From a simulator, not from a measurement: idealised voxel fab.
Process module name: voxel self aligned vias
Cross-section cut spans 295 nm and uses square cells 5 nm in size.
Cross-section = grid of square cells, listed top down in bands; band = one or more rows.
Heights first: top, then bottom, in nm. Then materials, left to right, each with a width in nm. "everywhere" on a single material: fills the band edge to edge. "air": empty space.
The level at which height equals 0 is the one under which the wafer, as it arrives, is entirely one material. No lower edge exists for the bottom band, which continues downward and is notated as in "top 0, no bottom".
It should be noted that a width expressed as "30->40" varies in equal increments from row to row of cells within the band, taking the value of the first number at the top row and that of the second number at the bottom row.
For the purposes of this document, the phrase "remained the same" attached to a step denotes that no cell within the cross-section was modified by that step.
You'll see "Unvented cavities" listing empty spaces that have no way open to the top, as long as they're 8 cells or more; the notation is width x height at distance, where the distance is from the left edge, and all of it is in nm.
The remark found on a step's line after its settings is issued by the simulator itself and pertains to that step.
What "overlay nm" on a step's line means: if the step has a mask, that mask lay this far to the right of its planned place, or, when the value is negative, to the left.
Process steps foreseen in the plan
step 1: RECEIVE | material Si
step 2: CONFORMAL_DEP | material SiO2 | thk nm 10
step 3: CONFORMAL_DEP | material SiCN | thk nm 5
step 4: DIRECTIONAL_DEP | material lowk | thk nm 30
step 5: DIRECTIONAL_DEP | material aC | thk nm 15
step 6: PATTERN | tone open | mask id LINES | material resist | width nm 30 | pitch nm 70 | thk nm 35 | overlay nm 0
step 7: DIRECTIONAL_ETCH | etch materials aC | depth nm 15
step 8: STRIP | etch materials resist
step 9: DIRECTIONAL_ETCH | etch materials lowk | depth nm 30
step 10: STRIP | etch materials aC
step 11: CONFORMAL_DEP | material TiN | thk nm 5
step 12: FILL_DEP | material W | thk nm 10
step 13: CMP | height nm 45
step 14: SELECTIVE_ETCH | etch materials W Ru TiN | depth nm 10
step 15: FILL_DEP | material SiN | thk nm 10
step 16: CMP | height nm 45
step 17: DIRECTIONAL_DEP | material lowk | thk nm 20
step 18: PATTERN | tone open | mask id VIAS | material resist | width nm 40 | thk nm 15 | overlay nm 0
step 19: DIRECTIONAL_ETCH | etch materials lowk | depth nm 20
step 20: DIRECTIONAL_ETCH | etch materials SiN | depth nm 10
step 21: STRIP | etch materials resist
step 22: CONFORMAL_DEP | material TiN | thk nm 5
step 23: FILL_DEP | material W | thk nm 5
step 24: CMP | height nm 65
step 25: CONFORMAL_DEP | material SiCN | thk nm 5
as received, after step 1
  top 0, no bottom | Si everywhere
  Unvented cavities: none
First wafer of two, sectioned at end of module; run went per plan
  top 70, bottom 65 | SiCN everywhere
  top 65, bottom 50 | lowk 90 nm, TiN 5 nm, W 30 nm, TiN 5 nm, lowk 165 nm
  top 50, bottom 45 | lowk 90 nm, TiN 10 nm, W 20 nm, TiN 10 nm, lowk 165 nm
  top 45, bottom 40 | lowk 95 nm, TiN 5 nm, W 20 nm, TiN 5 nm, lowk 40 nm, SiN 30 nm, lowk 100 nm
  top 40, bottom 35 | lowk 95 nm, TiN 30 nm, lowk 40 nm, SiN 30 nm, lowk 100 nm
  top 35, bottom 20 | lowk 95 nm, TiN 5 nm, W 20 nm, TiN 5 nm, lowk 40 nm, TiN 5 nm, W 20 nm, TiN 5 nm, lowk 100 nm
  top 20, bottom 15 | lowk 95 nm, TiN 30 nm, lowk 40 nm, TiN 30 nm, lowk 100 nm
  top 15, bottom 10 | SiCN everywhere
  top 10, bottom 0 | SiO2 everywhere
  top 0, no bottom | Si everywhere
  Unvented cavities: none
Same start, same plan as the first wafer - but one mistake in the run. Cross-section of the second of the two at the end of the module
  top 70, bottom 65 | SiCN everywhere
  top 65, bottom 45 | lowk 90 nm, TiN 5 nm, W 30 nm, TiN 5 nm, lowk 165 nm
  top 45, bottom 40 | lowk 90 nm, TiN 5 nm, W 30 nm, TiN 5 nm, lowk 35 nm, SiN 30 nm, lowk 100 nm
  top 40, bottom 35 | lowk 90 nm, TiN 40 nm, lowk 35 nm, SiN 30 nm, lowk 100 nm
  top 35, bottom 25 | lowk 90 nm, TiN 10 nm, W 20 nm, TiN 10 nm, lowk 35 nm, TiN 5 nm, W 20 nm, TiN 5 nm, lowk 100 nm
  top 25, bottom 20 | lowk 95 nm, TiN 5 nm, W 20 nm, TiN 5 nm, lowk 40 nm, TiN 5 nm, W 20 nm, TiN 5 nm, lowk 100 nm
  top 20, bottom 15 | lowk 95 nm, TiN 30 nm, lowk 40 nm, TiN 30 nm, lowk 100 nm
  top 15, bottom 10 | SiCN everywhere
  top 10, bottom 0 | SiO2 everywhere
  top 0, no bottom | Si everywhere
  Unvented cavities: none
Which mistake was made when the wafer was run? twice over, step 19 of the plan was run
Wafer comparison, final, in cells, second relative to first, materials more or fewer: +4 TiN; +4 W; -8 lowk
